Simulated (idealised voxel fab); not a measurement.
The process module that follows is named voxel lift off.
Xsec cut, 220 nm wide, square cell size 5 nm.
Square cells in a grid make up a cross-section in this document, and the grid is given as bands, listed from the top down, each one or more rows of cells. For a band, the entry starts with two heights in nm, that of the top and then that of the bottom, and carries on with the band's materials in order from left to right, each alongside its width in nm; the word "edge to edge" beside a single material means it fills the band edge to edge, and "air" means empty space. Where do heights start? At 0: under that level the wafer as delivered is made of one material only. And the lowest band has no floor; it just carries on downward, as in "0 and below". Width: "30 to 40" (first number = top row, second number = bottom row, same change from row to row of cells). When a step is marked "no modification", none of the cells in the cross-section changed during that step. Voids not open to the top, 8 cells minimum: see "Internal closed voids". Written width x height at distance; distance is from the left edge; nm. Note: text after step settings on the step line = simulator remark on that step. overlay nm: step with mask; distance mask lay right of planned place; negative value = left of planned place.

[Below is the list of planned process steps]
1,op RECEIVE | material Si
2,op CONFORMAL_DEP | material SiO2 | thk nm 10
3,op PATTERN | tone open | mask id LINES | material resist | width nm 30 | pitch nm 50 | thk nm 25 | overlay nm 0
4,op DIRECTIONAL_DEP | material Ru | thk nm 15
5,op STRIP | etch materials resist
6,op CONFORMAL_DEP | material SiO2 | thk nm 5

[First of two wafers: run as planned]

[Here's what the wafer looked like in cross-section when it arrived - that's after step 1]
> 0 and below  Si edge to edge
> Internal closed voids: none

[Wafer section view after processing step 2]
> 10 down to 0  SiO2 edge to edge
> Rest of section, below 0: as before.

[Wafer section view after processing step 3]
> 35 down to 10  resist 70 nm / air 30 nm / resist 20 nm / air 30 nm / resist 70 nm
> Rest of section, below 10: as before.

[Wafer section view after processing step 4]
> 50 down to 35  Ru 70 nm / air 30 nm / Ru 20 nm / air 30 nm / Ru 70 nm
> 35 down to 25  resist 70 nm / air 30 nm / resist 20 nm / air 30 nm / resist 70 nm
> 25 down to 10  resist 70 nm / Ru 30 nm / resist 20 nm / Ru 30 nm / resist 70 nm
> Rest of section, below 10: as before.

[Wafer section view after processing step 5]
> 25 down to 10  air 70 nm / Ru 30 nm / air 20 nm / Ru 30 nm / air 70 nm
> Rest of section, below 10: as before.

[Wafer section view after processing step 6]
> 30 down to 25  air 65 nm / SiO2 40 nm / air 10 nm / SiO2 40 nm / air 65 nm
> 25 down to 15  air 65 nm / SiO2 5 nm / Ru 30 nm / SiO2 5 nm / air 10 nm / SiO2 5 nm / Ru 30 nm / SiO2 5 nm / air 65 nm
> 15 down to 10  SiO2 70 nm / Ru 30 nm / SiO2 20 nm / Ru 30 nm / SiO2 70 nm
> Rest of section, below 10: as before.

[The second wafer began exactly as the first did and followed the same plan, but one mistake was made while running it; through step 4 inclusive, the two wafers are identical]

[Cross-section of the second wafer corresponding to the planned conclusion of step 5]
> 25 down to 10  air 70 nm / Ru 30 nm / air 20 nm / Ru 30 nm / air 70 nm
> Rest of section, below 10: as before.

[Cross-section of the second wafer corresponding to the planned conclusion of step 6]
> 30 down to 25  air 65 nm / SiO2 40 nm / air 10 nm / SiO2 40 nm / air 65 nm
> 25 down to 15  air 65 nm / SiO2 5 nm / Ru 30 nm / SiO2 5 nm / air 10 nm / SiO2 5 nm / Ru 30 nm / SiO2 5 nm / air 65 nm
> 15 down to 10  SiO2 70 nm / Ru 30 nm / SiO2 20 nm / Ru 30 nm / SiO2 70 nm
> Rest of section, below 10: as before.
The mistake made against the process plan was this: the plan had its step 5 run twice
Final cross-sections of the two wafers are identical, so the mistake has no effect on what this model computes.
